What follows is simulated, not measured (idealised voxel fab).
Name of the process module below: voxel ribs on slabs
The cross-section shown here is cut; it is 150 nm wide and divided into square cells measuring 5 nm on a side.
Bands, listed from the top down, are how a cross-section gets written in this document; the cross-section itself is a grid of square cells, and a band is one or more rows of them.
A band entry consists of two parts. The first gives the height of the band's top and the height of its bottom, in nm. The rest lists the band's materials from left to right, each with its width in nm. A single material labelled with the word "throughout" fills the band from edge to edge, and the word "blank" marks empty space.
Height 0 is the level under which the wafer as received is all one material. The lowest band goes on downwards, as in "0 nm and below".
So if you see something like "30 to 40" for the width, read it as the top row of the band sitting at the first number and the bottom row at the second, with every row in between moving by the same amount as the last.
For the purposes of this document, the phrase "all unchanged" attached to a step denotes that no cell within the cross-section was modified by that step.
For the entry "Sealed cavities", the listed items are empty spaces with no open way to the top whose size is 8 cells or more; each item follows the pattern width x height at distance, where distance is from the left edge and all three are in nm.
Formally, on a step line, whatever follows the settings is a remark that the simulator itself makes on the step.
For masked steps, "overlay nm" on the step line gives how far right of plan the mask actually lay; a minus sign means it lay to the left.
Steps in the process plan
1: RECEIVE,material Si
2: DIRECTIONAL_DEP,material SiO2,thk nm 30
3: DIRECTIONAL_DEP,material polySi,thk nm 20
4: DIRECTIONAL_DEP,material aC,thk nm 15
5: PATTERN,tone cover,mask id RIB,material resist,width nm 30,thk nm 30,overlay nm 0
6: DIRECTIONAL_ETCH,etch materials aC,depth nm 15
7: STRIP,etch materials resist
8: DIRECTIONAL_ETCH,etch materials polySi,depth nm 15
9: STRIP,etch materials aC
10: DIRECTIONAL_DEP,material aC,thk nm 10
11: PATTERN,tone cover,mask id SLAB,material resist,width nm 90,thk nm 25,overlay nm 0
12: DIRECTIONAL_ETCH,etch materials aC,depth nm 10
13: STRIP,etch materials resist
14: DIRECTIONAL_ETCH,etch materials polySi,depth nm 5
15: STRIP,etch materials aC
16: FILL_DEP,material SiO2,thk nm 25
17: CMP,height nm 65
18: DIRECTIONAL_DEP,material W,thk nm 5
19: PATTERN,tone cover,mask id HEATER,material resist,width nm 40,thk nm 15,overlay nm 0
20: DIRECTIONAL_ETCH,etch materials W,depth nm 5
21: STRIP,etch materials resist
22: CONFORMAL_DEP,material SiN,thk nm 10
The cross-section here shows the wafer as received, i.e. in its state after step 1
  0 nm and below  Si throughout
  Sealed cavities: none
a wafer at the end: this start, this plan, one mistake
  80 nm to 75 nm  SiN (65); blank (20); SiN (65)
  75 nm to 70 nm  SiN throughout
  70 nm to 65 nm  W (55); SiN (40); W (55)
  65 nm to 50 nm  SiO2 throughout
  50 nm to 35 nm  SiO2 (60); polySi (30); SiO2 (60)
  35 nm to 30 nm  SiO2 (30); polySi (90); SiO2 (30)
  30 nm to 0 nm  SiO2 throughout
  0 nm and below  Si throughout
  Sealed cavities: none
What was the processing mistake? step 19 did not use the planned setting and instead ran as PATTERN,tone open,mask id HEATER,material resist,width nm 40,thk nm 15,overlay nm 0
